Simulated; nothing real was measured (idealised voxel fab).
You're looking at the process module voxel transistor to metal.
Shown is cross-section cut, with a width of 185 nm and square cells of size 5 nm.
A cross-section is written here as square cells arranged in a grid, and it is given in bands from the top down, each band taking up one or more rows of cells. This entry defines a band. It first specifies the height of the band's top and the height of its bottom in nm, and then specifies the band's materials from left to right, stating each material with its width in nm. The word "all across" identifies a single material that fills the band from edge to edge, while the word "air" identifies empty space. We count height from 0. Below that, the starting wafer is all one material. The lowest band never ends at the bottom but goes on down; see "from 0 down" for how that is written. Read "30 to 40" as a graded width: first number on top, second number at the bottom, same change between each pair of neighbouring rows. A step reported as "no modification" is a step in which no cell of the cross-section changed. Reported under the label "Cavities, sealed" are the empty spaces having no open way to the top and comprising 8 cells or more; the notation for each is width x height at distance, in which the distance is measured from the left edge and all three values are in nm. Step line, after settings: the simulator's comment on this step. "overlay nm", when on a step's line for a step with a mask, measures how far to the right of its planned place the mask lay; a negative measure means to the left.

The steps planned for the process are as follows:
1 RECEIVE,material Si
2 OXIDIZE,depth nm 5
3 CONFORMAL_DEP,material SiN,thk nm 10
4 MASKED_ETCH,tone cover,mask id ACTIVE,width nm 100,etch materials SiN,depth nm 10,overlay nm 0
5 MASKED_ETCH,tone cover,mask id ACTIVE,width nm 100,etch materials SiO2,depth nm 5,overlay nm 0
6 MASKED_ETCH,tone cover,mask id ACTIVE,width nm 100,etch materials Si,depth nm 20,overlay nm 0
7 OXIDIZE,depth nm 5
8 FILL_DEP,material SiO2,thk nm 10
9 CMP,height nm 10
10 SELECTIVE_ETCH,etch materials SiO2,depth nm 10
11 STRIP,etch materials SiN
12 SELECTIVE_ETCH,etch materials SiO2,depth nm 5
13 OXIDIZE,depth nm 5
14 DIRECTIONAL_DEP,material polySi,thk nm 25
15 DIRECTIONAL_DEP,material SiCN,thk nm 15
16 PATTERN,tone cover,mask id GATE,material resist,width nm 20,thk nm 20,overlay nm 0
17 DIRECTIONAL_ETCH,etch materials SiCN,depth nm 25
18 DIRECTIONAL_ETCH,etch materials polySi,depth nm 35
19 STRIP,etch materials resist
20 CONFORMAL_DEP,material SiN,thk nm 5
21 DIRECTIONAL_ETCH,etch materials SiN,depth nm 5
22 DIRECTIONAL_ETCH,etch materials SiO2,depth nm 5
23 DIRECTIONAL_ETCH,etch materials Si,depth nm 10
24 EPI,material nSi,thk nm 15
25 FILL_DEP,material SiO2,thk nm 10
26 CMP,height nm 35
27 DIRECTIONAL_DEP,material SiO2,thk nm 15
28 DIRECTIONAL_DEP,material aC,thk nm 10
29 PATTERN,tone open,mask id CONTACT,material resist,width nm 15,pitch nm 75,thk nm 25,overlay nm 0
30 DIRECTIONAL_ETCH,etch materials aC,depth nm 10
31 STRIP,etch materials resist
32 DIRECTIONAL_ETCH,etch materials SiO2,depth nm 55
33 STRIP,etch materials aC
34 CONFORMAL_DEP,material TiN,thk nm 5
35 FILL_DEP,material W,thk nm 10
36 CMP,height nm 50
37 CONFORMAL_DEP,material SiCN,thk nm 5
38 DIRECTIONAL_DEP,material lowk,thk nm 25
39 PATTERN,tone open,mask id METAL_1,material resist,width nm 15,pitch nm 75,thk nm 20,overlay nm 0
40 DIRECTIONAL_ETCH,etch materials lowk,depth nm 25
41 DIRECTIONAL_ETCH,etch materials SiCN,depth nm 5
42 STRIP,etch materials resist
43 CONFORMAL_DEP,material TiN,thk nm 5
44 FILL_DEP,material Ru,thk nm 5
45 CMP,height nm 80
46 CONFORMAL_DEP,material SiN,thk nm 5

Account of the first of two wafers, which was processed as intended:

Cross-section of the wafer upon arrival, representing the state reached after step 1:
	from 0 down: Si all across
	Cavities, sealed: none

Cross-section: wafer state after step 2:
	from 0 to -5: SiO2 all across
	Below -5, no change.

Cross-section: wafer state after step 3:
	from 10 to 0: SiN all across
	Below 0, no change.

Cross-section: wafer state after step 4:
	from 10 to 0: 40 air  100 SiN  45 air
	Below 0, no change.

Cross-section: wafer state after step 5:
	from 10 to 0: 40 air  100 SiN  45 air
	from 0 to -5: 40 air  100 SiO2  45 air
	Below -5, no change.

Cross-section: wafer state after step 6:
	from 10 to 0: 40 air  100 SiN  45 air
	from 0 to -5: 40 air  100 SiO2  45 air
	from -5 to -25: 40 air  100 Si  45 air
	Below -25, no change.

Cross-section: wafer state after step 7:
	from 10 to 0: 40 air  100 SiN  45 air
	from 0 to -5: 40 air  100 SiO2  45 air
	from -5 to -25: 40 air  5 SiO2  90 Si  5 SiO2  45 air
	from -25 to -30: 45 SiO2  90 Si  50 SiO2
	Below -30, no change.

Cross-section: wafer state after step 8:
	from 20 to 10: SiO2 all across
	from 10 to 0: 40 SiO2  100 SiN  45 SiO2
	from 0 to -5: SiO2 all across
	from -5 to -30: 45 SiO2  90 Si  50 SiO2
	Below -30, no change.

Cross-section: wafer state after step 9:
	from 10 to 0: 40 SiO2  100 SiN  45 SiO2
	Below 0, no change.

Cross-section: wafer state after step 10:
	from 10 to 0: 40 air  100 SiN  45 air
	Below 0, no change.

Cross-section: wafer state after step 11:
	from 0 to -5: SiO2 all across
	Below -5, no change.

Cross-section: wafer state after step 12:
	from -5 to -30: 45 SiO2  90 Si  50 SiO2
	Below -30, no change.

Cross-section: wafer state after step 13:
	from -5 to -10: SiO2 all across
	Below -10, no change.

Cross-section: wafer state after step 14:
	from 20 to -5: polySi all across
	Below -5, no change.

Cross-section: wafer state after step 15:
	from 35 to 20: SiCN all across
	Below 20, no change.

Cross-section: wafer state after step 16:
	from 55 to 35: 80 air  20 resist  85 air
	Below 35, no change.

Cross-section: wafer state after step 17:
	from 55 to 35: 80 air  20 resist  85 air
	from 35 to 20: 80 air  20 SiCN  85 air
	Below 20, no change.

Cross-section: wafer state after step 18:
	from 55 to 35: 80 air  20 resist  85 air
	from 35 to 20: 80 air  20 SiCN  85 air
	from 20 to -5: 80 air  20 polySi  85 air
	Below -5, no change.

Cross-section: wafer state after step 19:
	from 35 to 20: 80 air  20 SiCN  85 air
	Below 20, no change.

Cross-section: wafer state after step 20:
	from 40 to 35: 75 air  30 SiN  80 air
	from 35 to 20: 75 air  5 SiN  20 SiCN  5 SiN  80 air
	from 20 to 0: 75 air  5 SiN  20 polySi  5 SiN  80 air
	from 0 to -5: 80 SiN  20 polySi  85 SiN
	Below -5, no change.

Cross-section: wafer state after step 21:
	from 35 to 20: 75 air  5 SiN  20 SiCN  5 SiN  80 air
	from 20 to -5: 75 air  5 SiN  20 polySi  5 SiN  80 air
	Below -5, no change.

Cross-section: wafer state after step 22:
	from 35 to 20: 75 air  5 SiN  20 SiCN  5 SiN  80 air
	from 20 to -5: 75 air  5 SiN  20 polySi  5 SiN  80 air
	from -5 to -10: 75 air  30 SiO2  80 air
	Below -10, no change.

Cross-section: wafer state after step 23:
	from 35 to 20: 75 air  5 SiN  20 SiCN  5 SiN  80 air
	from 20 to -5: 75 air  5 SiN  20 polySi  5 SiN  80 air
	from -5 to -10: 75 air  30 SiO2  80 air
	from -10 to -20: 45 SiO2  30 air  30 Si  30 air  50 SiO2
	Below -20, no change.

Cross-section: wafer state after step 24:
	from 35 to 20: 75 air  5 SiN  20 SiCN  5 SiN  80 air
	from 20 to 5: 75 air  5 SiN  20 polySi  5 SiN  80 air
	from 5 to -5: 60 air  15 nSi  5 SiN  20 polySi  5 SiN  15 nSi  65 air
	from -5 to -10: 40 air  35 nSi  30 SiO2  35 nSi  45 air
	from -10 to -20: 45 SiO2  30 nSi  30 Si  30 nSi  50 SiO2
	Below -20, no change.

Cross-section: wafer state after step 25:
	from 45 to 35: SiO2 all across
	from 35 to 20: 75 SiO2  5 SiN  20 SiCN  5 SiN  80 SiO2
	from 20 to 5: 75 SiO2  5 SiN  20 polySi  5 SiN  80 SiO2
	from 5 to -5: 60 SiO2  15 nSi  5 SiN  20 polySi  5 SiN  15 nSi  65 SiO2
	from -5 to -10: 40 SiO2  35 nSi  30 SiO2  35 nSi  45 SiO2
	Below -10, no change.

Cross-section: wafer state after step 26:
	from 35 to 20: 75 SiO2  5 SiN  20 SiCN  5 SiN  80 SiO2
	Below 20, no change.

Cross-section: wafer state after step 27:
	from 50 to 35: SiO2 all across
	Below 35, no change.

Cross-section: wafer state after step 28:
	from 60 to 50: aC all across
	Below 50, no change.

Cross-section: wafer state after step 29:
	from 85 to 60: 45 resist  15 air  60 resist  15 air  50 resist
	Below 60, no change.

Cross-section: wafer state after step 30:
	from 75 to 60: 45 resist  15 air  60 resist  15 air  50 resist
	from 60 to 50: 45 aC  15 air  60 aC  15 air  50 aC
	Below 50, no change.

Cross-section: wafer state after step 31:
	from 60 to 50: 45 aC  15 air  60 aC  15 air  50 aC
	Below 50, no change.

Cross-section: wafer state after step 32:
	from 60 to 50: 45 aC  15 air  60 aC  15 air  50 aC
	from 50 to 35: 45 SiO2  15 air  60 SiO2  15 air  50 SiO2
	from 35 to 20: 45 SiO2  15 air  15 SiO2  5 SiN  20 SiCN  5 SiN  15 SiO2  15 air  50 SiO2
	from 20 to 5: 45 SiO2  15 air  15 SiO2  5 SiN  20 polySi  5 SiN  15 SiO2  15 air  50 SiO2
	from 5 to -5: 45 SiO2  15 air  15 nSi  5 SiN  20 polySi  5 SiN  15 nSi  15 air  50 SiO2
	Below -5, no change.

Cross-section: wafer state after step 33:
	from 50 to 35: 45 SiO2  15 air  60 SiO2  15 air  50 SiO2
	Below 35, no change.

Cross-section: wafer state after step 34:
	from 55 to 50: 50 TiN  5 air  70 TiN  5 air  55 TiN
	from 50 to 35: 45 SiO2  5 TiN  5 air  5 TiN  60 SiO2  5 TiN  5 air  5 TiN  50 SiO2
	from 35 to 20: 45 SiO2  5 TiN  5 air  5 TiN  15 SiO2  5 SiN  20 SiCN  5 SiN  15 SiO2  5 TiN  5 air  5 TiN  50 SiO2
	from 20 to 5: 45 SiO2  5 TiN  5 air  5 TiN  15 SiO2  5 SiN  20 polySi  5 SiN  15 SiO2  5 TiN  5 air  5 TiN  50 SiO2
	from 5 to 0: 45 SiO2  5 TiN  5 air  5 TiN  15 nSi  5 SiN  20 polySi  5 SiN  15 nSi  5 TiN  5 air  5 TiN  50 SiO2
	from 0 to -5: 45 SiO2  15 TiN  15 nSi  5 SiN  20 polySi  5 SiN  15 nSi  15 TiN  50 SiO2
	Below -5, no change.

Cross-section: wafer state after step 35:
	from 65 to 55: W all across
	from 55 to 50: 50 TiN  5 W  70 TiN  5 W  55 TiN
	from 50 to 35: 45 SiO2  5 TiN  5 W  5 TiN  60 SiO2  5 TiN  5 W  5 TiN  50 SiO2
	from 35 to 20: 45 SiO2  5 TiN  5 W  5 TiN  15 SiO2  5 SiN  20 SiCN  5 SiN  15 SiO2  5 TiN  5 W  5 TiN  50 SiO2
	from 20 to 5: 45 SiO2  5 TiN  5 W  5 TiN  15 SiO2  5 SiN  20 polySi  5 SiN  15 SiO2  5 TiN  5 W  5 TiN  50 SiO2
	from 5 to 0: 45 SiO2  5 TiN  5 W  5 TiN  15 nSi  5 SiN  20 polySi  5 SiN  15 nSi  5 TiN  5 W  5 TiN  50 SiO2
	Below 0, no change.

Cross-section: wafer state after step 36:
	from 50 to 35: 45 SiO2  5 TiN  5 W  5 TiN  60 SiO2  5 TiN  5 W  5 TiN  50 SiO2
	Below 35, no change.

Cross-section: wafer state after step 37:
	from 55 to 50: SiCN all across
	Below 50, no change.

Cross-section: wafer state after step 38:
	from 80 to 55: lowk all across
	Below 55, no change.

Cross-section: wafer state after step 39:
	from 100 to 80: 45 resist  15 air  60 resist  15 air  50 resist
	Below 80, no change.

Cross-section: wafer state after step 40:
	from 100 to 80: 45 resist  15 air  60 resist  15 air  50 resist
	from 80 to 55: 45 lowk  15 air  60 lowk  15 air  50 lowk
	Below 55, no change.

Cross-section: wafer state after step 41:
	from 100 to 80: 45 resist  15 air  60 resist  15 air  50 resist
	from 80 to 55: 45 lowk  15 air  60 lowk  15 air  50 lowk
	from 55 to 50: 45 SiCN  15 air  60 SiCN  15 air  50 SiCN
	Below 50, no change.

Cross-section: wafer state after step 42:
	from 80 to 55: 45 lowk  15 air  60 lowk  15 air  50 lowk
	Below 55, no change.

Cross-section: wafer state after step 43:
	from 85 to 80: 50 TiN  5 air  70 TiN  5 air  55 TiN
	from 80 to 55: 45 lowk  5 TiN  5 air  5 TiN  60 lowk  5 TiN  5 air  5 TiN  50 lowk
	from 55 to 50: 45 SiCN  15 TiN  60 SiCN  15 TiN  50 SiCN
	Below 50, no change.

Cross-section: wafer state after step 44:
	from 90 to 85: Ru all across
	from 85 to 80: 50 TiN  5 Ru  70 TiN  5 Ru  55 TiN
	from 80 to 55: 45 lowk  5 TiN  5 Ru  5 TiN  60 lowk  5 TiN  5 Ru  5 TiN  50 lowk
	Below 55, no change.

Cross-section: wafer state after step 45:
	from 80 to 55: 45 lowk  5 TiN  5 Ru  5 TiN  60 lowk  5 TiN  5 Ru  5 TiN  50 lowk
	Below 55, no change.

Cross-section: wafer state after step 46:
	from 85 to 80: SiN all across
	Below 80, no change.

The Second Wafer: Common Origin and Plan, One Mistake in Execution, Identical to the First Through Step 15:

The second wafer cut through, at the time step 16 was supposed to be finished:
	from 55 to 35: 85 air  15 resist  85 air
	Below 35, no change.

The second wafer cut through, at the time step 17 was supposed to be finished:
	from 55 to 35: 85 air  15 resist  85 air
	from 35 to 20: 85 air  15 SiCN  85 air
	Below 20, no change.

The second wafer cut through, at the time step 18 was supposed to be finished:
	from 55 to 35: 85 air  15 resist  85 air
	from 35 to 20: 85 air  15 SiCN  85 air
	from 20 to -5: 85 air  15 polySi  85 air
	Below -5, no change.

The second wafer cut through, at the time step 19 was supposed to be finished:
	from 35 to 20: 85 air  15 SiCN  85 air
	Below 20, no change.

The second wafer cut through, at the time step 20 was supposed to be finished:
	from 40 to 35: 80 air  25 SiN  80 air
	from 35 to 20: 80 air  5 SiN  15 SiCN  5 SiN  80 air
	from 20 to 0: 80 air  5 SiN  15 polySi  5 SiN  80 air
	from 0 to -5: 85 SiN  15 polySi  85 SiN
	Below -5, no change.

The second wafer cut through, at the time step 21 was supposed to be finished:
	from 35 to 20: 80 air  5 SiN  15 SiCN  5 SiN  80 air
	from 20 to -5: 80 air  5 SiN  15 polySi  5 SiN  80 air
	Below -5, no change.

The second wafer cut through, at the time step 22 was supposed to be finished:
	from 35 to 20: 80 air  5 SiN  15 SiCN  5 SiN  80 air
	from 20 to -5: 80 air  5 SiN  15 polySi  5 SiN  80 air
	from -5 to -10: 80 air  25 SiO2  80 air
	Below -10, no change.

The second wafer cut through, at the time step 23 was supposed to be finished:
	from 35 to 20: 80 air  5 SiN  15 SiCN  5 SiN  80 air
	from 20 to -5: 80 air  5 SiN  15 polySi  5 SiN  80 air
	from -5 to -10: 80 air  25 SiO2  80 air
	from -10 to -20: 45 SiO2  35 air  25 Si  30 air  50 SiO2
	Below -20, no change.

The second wafer cut through, at the time step 24 was supposed to be finished:
	from 35 to 20: 80 air  5 SiN  15 SiCN  5 SiN  80 air
	from 20 to 5: 80 air  5 SiN  15 polySi  5 SiN  80 air
	from 5 to -5: 65 air  15 nSi  5 SiN  15 polySi  5 SiN  15 nSi  65 air
	from -5 to -10: 40 air  40 nSi  25 SiO2  35 nSi  45 air
	from -10 to -20: 45 SiO2  35 nSi  25 Si  30 nSi  50 SiO2
	Below -20, no change.

The second wafer cut through, at the time step 25 was supposed to be finished:
	from 45 to 35: SiO2 all across
	from 35 to 20: 80 SiO2  5 SiN  15 SiCN  5 SiN  80 SiO2
	from 20 to 5: 80 SiO2  5 SiN  15 polySi  5 SiN  80 SiO2
	from 5 to -5: 65 SiO2  15 nSi  5 SiN  15 polySi  5 SiN  15 nSi  65 SiO2
	from -5 to -10: 40 SiO2  40 nSi  25 SiO2  35 nSi  45 SiO2
	Below -10, no change.

The second wafer cut through, at the time step 26 was supposed to be finished:
	from 35 to 20: 80 SiO2  5 SiN  15 SiCN  5 SiN  80 SiO2
	Below 20, no change.

The second wafer cut through, at the time step 27 was supposed to be finished:
	from 50 to 35: SiO2 all across
	Below 35, no change.

The second wafer cut through, at the time step 28 was supposed to be finished:
	from 60 to 50: aC all across
	Below 50, no change.

The second wafer cut through, at the time step 29 was supposed to be finished:
	from 85 to 60: 45 resist  15 air  60 resist  15 air  50 resist
	Below 60, no change.

The second wafer cut through, at the time step 30 was supposed to be finished:
	from 75 to 60: 45 resist  15 air  60 resist  15 air  50 resist
	from 60 to 50: 45 aC  15 air  60 aC  15 air  50 aC
	Below 50, no change.

The second wafer cut through, at the time step 31 was supposed to be finished:
	from 60 to 50: 45 aC  15 air  60 aC  15 air  50 aC
	Below 50, no change.

The second wafer cut through, at the time step 32 was supposed to be finished:
	from 60 to 50: 45 aC  15 air  60 aC  15 air  50 aC
	from 50 to 35: 45 SiO2  15 air  60 SiO2  15 air  50 SiO2
	from 35 to 20: 45 SiO2  15 air  20 SiO2  5 SiN  15 SiCN  5 SiN  15 SiO2  15 air  50 SiO2
	from 20 to 5: 45 SiO2  15 air  20 SiO2  5 SiN  15 polySi  5 SiN  15 SiO2  15 air  50 SiO2
	from 5 to -5: 45 SiO2  15 air  5 SiO2  15 nSi  5 SiN  15 polySi  5 SiN  15 nSi  15 air  50 SiO2
	Below -5, no change.

The second wafer cut through, at the time step 33 was supposed to be finished:
	from 50 to 35: 45 SiO2  15 air  60 SiO2  15 air  50 SiO2
	Below 35, no change.

The second wafer cut through, at the time step 34 was supposed to be finished:
	from 55 to 50: 50 TiN  5 air  70 TiN  5 air  55 TiN
	from 50 to 35: 45 SiO2  5 TiN  5 air  5 TiN  60 SiO2  5 TiN  5 air  5 TiN  50 SiO2
	from 35 to 20: 45 SiO2  5 TiN  5 air  5 TiN  20 SiO2  5 SiN  15 SiCN  5 SiN  15 SiO2  5 TiN  5 air  5 TiN  50 SiO2
	from 20 to 5: 45 SiO2  5 TiN  5 air  5 TiN  20 SiO2  5 SiN  15 polySi  5 SiN  15 SiO2  5 TiN  5 air  5 TiN  50 SiO2
	from 5 to 0: 45 SiO2  5 TiN  5 air  5 TiN  5 SiO2  15 nSi  5 SiN  15 polySi  5 SiN  15 nSi  5 TiN  5 air  5 TiN  50 SiO2
	from 0 to -5: 45 SiO2  15 TiN  5 SiO2  15 nSi  5 SiN  15 polySi  5 SiN  15 nSi  15 TiN  50 SiO2
	Below -5, no change.

The second wafer cut through, at the time step 35 was supposed to be finished:
	from 65 to 55: W all across
	from 55 to 50: 50 TiN  5 W  70 TiN  5 W  55 TiN
	from 50 to 35: 45 SiO2  5 TiN  5 W  5 TiN  60 SiO2  5 TiN  5 W  5 TiN  50 SiO2
	from 35 to 20: 45 SiO2  5 TiN  5 W  5 TiN  20 SiO2  5 SiN  15 SiCN  5 SiN  15 SiO2  5 TiN  5 W  5 TiN  50 SiO2
	from 20 to 5: 45 SiO2  5 TiN  5 W  5 TiN  20 SiO2  5 SiN  15 polySi  5 SiN  15 SiO2  5 TiN  5 W  5 TiN  50 SiO2
	from 5 to 0: 45 SiO2  5 TiN  5 W  5 TiN  5 SiO2  15 nSi  5 SiN  15 polySi  5 SiN  15 nSi  5 TiN  5 W  5 TiN  50 SiO2
	Below 0, no change.

The second wafer cut through, at the time step 36 was supposed to be finished:
	from 50 to 35: 45 SiO2  5 TiN  5 W  5 TiN  60 SiO2  5 TiN  5 W  5 TiN  50 SiO2
	Below 35, no change.

The second wafer cut through, at the time step 37 was supposed to be finished:
	from 55 to 50: SiCN all across
	Below 50, no change.

The second wafer cut through, at the time step 38 was supposed to be finished:
	from 80 to 55: lowk all across
	Below 55, no change.

The second wafer cut through, at the time step 39 was supposed to be finished:
	from 100 to 80: 45 resist  15 air  60 resist  15 air  50 resist
	Below 80, no change.

The second wafer cut through, at the time step 40 was supposed to be finished:
	from 100 to 80: 45 resist  15 air  60 resist  15 air  50 resist
	from 80 to 55: 45 lowk  15 air  60 lowk  15 air  50 lowk
	Below 55, no change.

The second wafer cut through, at the time step 41 was supposed to be finished:
	from 100 to 80: 45 resist  15 air  60 resist  15 air  50 resist
	from 80 to 55: 45 lowk  15 air  60 lowk  15 air  50 lowk
	from 55 to 50: 45 SiCN  15 air  60 SiCN  15 air  50 SiCN
	Below 50, no change.

The second wafer cut through, at the time step 42 was supposed to be finished:
	from 80 to 55: 45 lowk  15 air  60 lowk  15 air  50 lowk
	Below 55, no change.

The second wafer cut through, at the time step 43 was supposed to be finished:
	from 85 to 80: 50 TiN  5 air  70 TiN  5 air  55 TiN
	from 80 to 55: 45 lowk  5 TiN  5 air  5 TiN  60 lowk  5 TiN  5 air  5 TiN  50 lowk
	from 55 to 50: 45 SiCN  15 TiN  60 SiCN  15 TiN  50 SiCN
	Below 50, no change.

The second wafer cut through, at the time step 44 was supposed to be finished:
	from 90 to 85: Ru all across
	from 85 to 80: 50 TiN  5 Ru  70 TiN  5 Ru  55 TiN
	from 80 to 55: 45 lowk  5 TiN  5 Ru  5 TiN  60 lowk  5 TiN  5 Ru  5 TiN  50 lowk
	Below 55, no change.

The second wafer cut through, at the time step 45 was supposed to be finished:
	from 80 to 55: 45 lowk  5 TiN  5 Ru  5 TiN  60 lowk  5 TiN  5 Ru  5 TiN  50 lowk
	Below 55, no change.

The second wafer cut through, at the time step 46 was supposed to be finished:
	from 85 to 80: SiN all across
	Below 80, no change.
Finding, execution versus plan: in deviation from the planned setting, step 16 was conducted as PATTERN,tone cover,mask id GATE,material resist,width nm 15,thk nm 20,overlay nm 0
End of process, cell counts, second wafer against first, materials with more or fewer: -2 Si; -3 SiCN; +7 SiO2; +3 nSi; -5 polySi
